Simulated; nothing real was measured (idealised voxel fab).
Process module name: voxel ribs on slabs
195 nm wide, 5 nm square cells: that's cross-section cut.
Throughout this document, each cross-section is represented as a grid of square cells and is presented as a sequence of bands enumerated from the top downward, where a band comprises one or more rows of cells. In this notation a band is specified by the heights of its top and bottom, in that order and in nm, after which its materials appear from left to right, each paired with its width in nm. The word "everywhere" attached to a single material means that material fills the band from edge to edge; the word "empty" stands for empty space. Heights are measured from 0, the level below which the as-received wafer is all one material; the lowest band has no bottom and continues downward, written as in "0..down". The expression "30->40" gives the width at the extremes of the band, the first number at its top row of cells and the second at its bottom row, with the width changing by equal amounts from each row to the next in between. Where the words "no modifications" appear for a step, the cross-section shows no cell changed by that step; every cell remained as before. Closed-off voids of 8+ cells (no open route to the top) go in "Voids, sealed", written width x height at distance from the left edge, in nm. after a step's settings: what the simulator itself notes on the step. overlay nm: step with mask; distance mask lay right of planned place; negative value = left of planned place.
Process steps (planned)
1: RECEIVE | material Si
2: DIRECTIONAL_DEP | material SiO2 | thk nm 20
3: DIRECTIONAL_DEP | material SiN | thk nm 25
4: MASKED_ETCH | tone cover | mask id RIB | width nm 15 | etch materials SiN | depth nm 5 | overlay nm 0
5: PATTERN | tone cover | mask id SLAB | material resist | width nm 55 | thk nm 15 | overlay nm 0
6: DIRECTIONAL_ETCH | etch materials SiN | depth nm 20
7: STRIP | etch materials resist
8: FILL_DEP | material SiO2 | thk nm 30
9: CMP | height nm 65
10: DIRECTIONAL_DEP | material W | thk nm 10
11: DIRECTIONAL_DEP | material aC | thk nm 10
12: PATTERN | tone cover | mask id HEATER | material resist | width nm 25 | thk nm 25 | overlay nm 0
13: DIRECTIONAL_ETCH | etch materials aC | depth nm 10
14: STRIP | etch materials resist
15: DIRECTIONAL_ETCH | etch materials W | depth nm 10
16: STRIP | etch materials aC
17: CONFORMAL_DEP | material SiN | thk nm 10
First wafer out of two, processed as planned
As received (post step 1): cross-section
    0..down = Si everywhere
    Voids, sealed: none
After step 2
    20..0 = SiO2 everywhere
    Lower than 0, everything is as it was.
After step 3
    45..20 = SiN everywhere
    Lower than 20, everything is as it was.
After step 4
    45..40 = empty=90; SiN=15; empty=90
    Lower than 40, everything is as it was.
After step 5
    60..45 = empty=70; resist=55; empty=70
    45..40 = empty=70; resist=20; SiN=15; resist=20; empty=70
    Lower than 40, everything is as it was.
After step 6
    60..45 = empty=70; resist=55; empty=70
    45..40 = empty=70; resist=20; SiN=15; resist=20; empty=70
    40..20 = empty=70; SiN=55; empty=70
    Lower than 20, everything is as it was.
After step 7
    45..40 = empty=90; SiN=15; empty=90
    Lower than 40, everything is as it was.
After step 8
    75..45 = SiO2 everywhere
    45..40 = SiO2=90; SiN=15; SiO2=90
    40..20 = SiO2=70; SiN=55; SiO2=70
    Lower than 20, everything is as it was.
After step 9
    65..45 = SiO2 everywhere
    Lower than 45, everything is as it was.
After step 10
    75..65 = W everywhere
    Lower than 65, everything is as it was.
After step 11
    85..75 = aC everywhere
    Lower than 75, everything is as it was.
After step 12
    110..85 = empty=85; resist=25; empty=85
    Lower than 85, everything is as it was.
After step 13
    100..85 = empty=85; resist=25; empty=85
    85..75 = empty=85; aC=25; empty=85
    Lower than 75, everything is as it was.
After step 14
    85..75 = empty=85; aC=25; empty=85
    Lower than 75, everything is as it was.
After step 15
    85..75 = empty=85; aC=25; empty=85
    75..65 = empty=85; W=25; empty=85
    Lower than 65, everything is as it was.
After step 16
    75..65 = empty=85; W=25; empty=85
    Lower than 65, everything is as it was.
After step 17
    85..75 = empty=75; SiN=45; empty=75
    75..65 = SiN=85; W=25; SiN=85
    Lower than 65, everything is as it was.
Wafer two of the pair: same origin, same plan, one error during the run; identical to wafer one up to and including step 3
Cross-section of the second wafer at the time by which step 4 should have been completed according to the plan
    45..40 = SiN=90; empty=15; SiN=90
    Lower than 40, everything is as it was.
Cross-section of the second wafer at the time by which step 5 should have been completed according to the plan
    60..45 = empty=70; resist=55; empty=70
    45..40 = SiN=90; resist=15; SiN=90
    Lower than 40, everything is as it was.
Cross-section of the second wafer at the time by which step 6 should have been completed according to the plan
    60..45 = empty=70; resist=55; empty=70
    45..40 = empty=70; SiN=20; resist=15; SiN=20; empty=70
    40..25 = empty=70; SiN=55; empty=70
    Lower than 25, everything is as it was.
Cross-section of the second wafer at the time by which step 7 should have been completed according to the plan
    45..40 = empty=70; SiN=20; empty=15; SiN=20; empty=70
    Lower than 40, everything is as it was.
Cross-section of the second wafer at the time by which step 8 should have been completed according to the plan
    75..45 = SiO2 everywhere
    45..40 = SiO2=70; SiN=20; SiO2=15; SiN=20; SiO2=70
    40..25 = SiO2=70; SiN=55; SiO2=70
    Lower than 25, everything is as it was.
Cross-section of the second wafer at the time by which step 9 should have been completed according to the plan
    65..45 = SiO2 everywhere
    Lower than 45, everything is as it was.
Cross-section of the second wafer at the time by which step 10 should have been completed according to the plan
    75..65 = W everywhere
    Lower than 65, everything is as it was.
Cross-section of the second wafer at the time by which step 11 should have been completed according to the plan
    85..75 = aC everywhere
    Lower than 75, everything is as it was.
Cross-section of the second wafer at the time by which step 12 should have been completed according to the plan
    110..85 = empty=85; resist=25; empty=85
    Lower than 85, everything is as it was.
Cross-section of the second wafer at the time by which step 13 should have been completed according to the plan
    100..85 = empty=85; resist=25; empty=85
    85..75 = empty=85; aC=25; empty=85
    Lower than 75, everything is as it was.
Cross-section of the second wafer at the time by which step 14 should have been completed according to the plan
    85..75 = empty=85; aC=25; empty=85
    Lower than 75, everything is as it was.
Cross-section of the second wafer at the time by which step 15 should have been completed according to the plan
    85..75 = empty=85; aC=25; empty=85
    75..65 = empty=85; W=25; empty=85
    Lower than 65, everything is as it was.
Cross-section of the second wafer at the time by which step 16 should have been completed according to the plan
    75..65 = empty=85; W=25; empty=85
    Lower than 65, everything is as it was.
Cross-section of the second wafer at the time by which step 17 should have been completed according to the plan
    85..75 = empty=75; SiN=45; empty=75
    75..65 = SiN=85; W=25; SiN=85
    Lower than 65, everything is as it was.
In executing the process, a mistake was made relative to the plan: contrary to plan, step 4 was performed as MASKED_ETCH | tone open | mask id RIB | width nm 15 | etch materials SiN | depth nm 5 | overlay nm 0
Wafer comparison, final, in cells, second relative to first, materials more or fewer: SiN: 33 more | SiO2: 33 fewer
